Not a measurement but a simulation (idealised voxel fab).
Process module under the name voxel trench capacitor
Square cells of 5 nm make up the cross-section cut, whose width is 140 nm.
Square cells in a grid make up a cross-section in this document, and the grid is given as bands, listed from the top down, each one or more rows of cells.
Band: top and bottom heights (nm) first, top before bottom; then materials from left to right, widths in nm. "all across" marks a sole material filling the band edge to edge. "empty" denotes empty space.
A quick word on heights: they are counted from 0, and under that level the wafer as it came to us is one material throughout. The lowest band is different from the rest in having no bottom; it simply continues downward, written as in "top 0, no bottom".
A width given as "30..40" starts at the first number in the band's top row and ends at the second number in its bottom row, shifting by an equal amount at every step from row to row.
Key: "changes: none" - step with no changed cell in the cross-section.
The entry titled "Closed internal cavities" provides the empty spaces that have no open way to the top, restricted to those of 8 cells or more. Each is presented as width x height at distance, the distance being measured from the left edge, with all three in nm.
On each step's line, the part that comes after the settings is the simulator's own comment on the step.
"overlay nm", when on a step's line for a step with a mask, measures how far to the right of its planned place the mask lay; a negative measure means to the left.

### Planned process steps
| 1 | RECEIVE | material Si |
| 2 | CONFORMAL_DEP | material SiN | thk nm 10 |
| 3 | PATTERN | tone open | mask id TRENCH | material resist | width nm 30 | pitch nm 55 | thk nm 20 | overlay nm 0 |
| 4 | DIRECTIONAL_ETCH | etch materials SiN | depth nm 10 |
| 5 | DIRECTIONAL_ETCH | etch materials Si | depth nm 35 |
| 6 | STRIP | etch materials resist |
| 7 | CONFORMAL_DEP | material HfO2 | thk nm 5 |
| 8 | CONFORMAL_DEP | material TiN | thk nm 5 |
| 9 | FILL_DEP | material W | thk nm 10 |
| 10 | CMP | height nm 10 |

### Wafer as received: cross-section following step 1
* top 0, no bottom  Si all across
* Closed internal cavities: none

### Here's the cross-section of the first of our two wafers at the end of the module - it ran as planned
* top 10, bottom 0  SiN=25 | HfO2=5 | TiN=5 | W=10 | TiN=5 | HfO2=5 | SiN=25 | HfO2=5 | TiN=5 | W=10 | TiN=5 | HfO2=5 | SiN=30
* top 0, bottom -25  Si=25 | HfO2=5 | TiN=5 | W=10 | TiN=5 | HfO2=5 | Si=25 | HfO2=5 | TiN=5 | W=10 | TiN=5 | HfO2=5 | Si=30
* top -25, bottom -30  Si=25 | HfO2=5 | TiN=20 | HfO2=5 | Si=25 | HfO2=5 | TiN=20 | HfO2=5 | Si=30
* top -30, bottom -35  Si=25 | HfO2=30 | Si=25 | HfO2=30 | Si=30
* top -35, no bottom  Si all across
* Closed internal cavities: none

### Same start, same plan as the first wafer - but one mistake in the run. Cross-section of the second of the two at the end of the module
* top 10, bottom 0  SiN=25 | TiN=5 | W=20 | TiN=5 | SiN=25 | TiN=5 | W=20 | TiN=5 | SiN=30
* top 0, bottom -30  Si=25 | TiN=5 | W=20 | TiN=5 | Si=25 | TiN=5 | W=20 | TiN=5 | Si=30
* top -30, bottom -35  Si=25 | TiN=30 | Si=25 | TiN=30 | Si=30
* top -35, no bottom  Si all across
* Closed internal cavities: none
Processing error: step 7 of the plan got skipped, so it never ran
Upon completion, the second wafer contains, in terms of cells, a greater or smaller amount of certain materials than the first wafer: -44 HfO2, +8 TiN, +36 W
